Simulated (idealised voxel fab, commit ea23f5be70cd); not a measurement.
process module | voxel released beams
cross-section cut | 200 nm wide | cells 5 nm
A cross-section is a grid of square cells, given in bands from the top down. A band is one or more rows of cells.
Each band's line starts with the height of the band's top and of its bottom, in nm. Then come its materials from left to right, each with its width in nm. One material with "throughout" fills the band from edge to edge. "air" is empty space.
Height 0 is the level under which the wafer as received is all one material. The lowest band goes on downwards, as in "0 down".
A width such as "30 to 40" changes by the same amount from each row of cells to the next, from the band's top row to its bottom row.
"no change" after a step means that no cell of the cross-section changed.
closed voids: empty space of 8 cells or more with no open way to the top, each as width x height at its distance from the left edge, in nm
after a step's settings: what the simulator itself notes on the step
overlay nm, on a step with a mask: how far to the right of its planned place the mask lay; to the left if negative
plan
1 op RECEIVE | material Si
2 op CONFORMAL_DEP | material Al2O3 | thk nm 10
3 op DIRECTIONAL_DEP | material SiO2 | thk nm 20
4 op MASKED_ETCH | tone open | mask id ANCHOR | width nm 25 | etch materials SiO2 | depth nm 20 | overlay nm 0
5 op CONFORMAL_DEP | material polySi | thk nm 10
6 op MASKED_ETCH | tone cover | mask id BEAM | width nm 75 | etch materials polySi | depth nm 10 | overlay nm 0
7 op STRIP | etch materials SiO2
as received, after step 1
  0 down: Si throughout
  closed voids: none
a wafer at the end: this start, this plan, one mistake
  40 to 30: air 60 | polySi 75 | air 65
  30 to 0: Al2O3 throughout
  0 down: Si throughout
  closed voids: none
what went wrong: step 3 ran as: op DIRECTIONAL_DEP | material Al2O3 | thk nm 20
